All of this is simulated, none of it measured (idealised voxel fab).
process module | voxel double patterning
cross-section cut | 200 nm wide | cells 5 nm
A cross-section is a grid of square cells, given in bands from the top down. A band is one or more rows of cells.
Each band's line starts with the height of the band's top and of its bottom, in nm. Then come its materials from left to right, each with its width in nm. One material with "throughout" fills the band from edge to edge. "air" is empty space.
Height 0 is the level under which the wafer as received is all one material. The lowest band goes on downwards, as in "0 down".
A width such as "30 to 40" changes by the same amount from each row of cells to the next, from the band's top row to its bottom row.
"no change" after a step means that no cell of the cross-section changed.
closed voids: empty space of 8 cells or more with no open way to the top, each as width x height at its distance from the left edge, in nm
after a step's settings: what the simulator itself notes on the step
overlay nm, on a step with a mask: how far to the right of its planned place the mask lay; to the left if negative
plan
1 op RECEIVE | material Si
2 op CONFORMAL_DEP | material SiO2 | thk nm 10
3 op DIRECTIONAL_DEP | material W | thk nm 10
4 op DIRECTIONAL_DEP | material SiN | thk nm 10
5 op MASKED_ETCH | tone open | mask id FIRST | width nm 15 | pitch nm 50 | etch materials SiN | depth nm 10 | overlay nm 0
6 op MASKED_ETCH | tone open | mask id SECOND | width nm 15 | etch materials SiN | depth nm 10 | overlay nm 0
7 op DIRECTIONAL_ETCH | etch materials W | depth nm 10
8 op STRIP | etch materials SiN
first wafer, as planned
as received, after step 1
  0 down: Si throughout
  closed voids: none
after step 2
  10 to 0: SiO2 throughout
  below 0: unchanged
after step 3
  20 to 10: W throughout
  below 10: unchanged
after step 4
  30 to 20: SiN throughout
  below 20: unchanged
after step 5
  30 to 20: SiN 65 | air 15 | SiN 35 | air 15 | SiN 70
  below 20: unchanged
after step 6
  30 to 20: SiN 65 | air 15 | SiN 10 | air 15 | SiN 10 | air 15 | SiN 70
  below 20: unchanged
after step 7
  30 to 20: SiN 65 | air 15 | SiN 10 | air 15 | SiN 10 | air 15 | SiN 70
  20 to 10: W 65 | air 15 | W 10 | air 15 | W 10 | air 15 | W 70
  below 10: unchanged
after step 8
  20 to 10: W 65 | air 15 | W 10 | air 15 | W 10 | air 15 | W 70
  below 10: unchanged
second wafer: like start, like plan, one mistake. Through step 1 it matches the first wafer
when step 2 should have ended
  10 to 0: W throughout
  below 0: unchanged
when step 3 should have ended
  20 to 10: SiO2 throughout
  below 10: unchanged
when step 4 should have ended
  30 to 20: SiN throughout
  below 20: unchanged
when step 5 should have ended
  30 to 20: SiN 65 | air 15 | SiN 35 | air 15 | SiN 70
  below 20: unchanged
when step 6 should have ended
  30 to 20: SiN 65 | air 15 | SiN 10 | air 15 | SiN 10 | air 15 | SiN 70
  below 20: unchanged
when step 7 should have ended: no change
when step 8 should have ended
  20 to 10: SiO2 throughout
  below 10: unchanged
what went wrong: steps 2 and 3 were swapped
at the end the second wafer has, in cells: 18 more of W
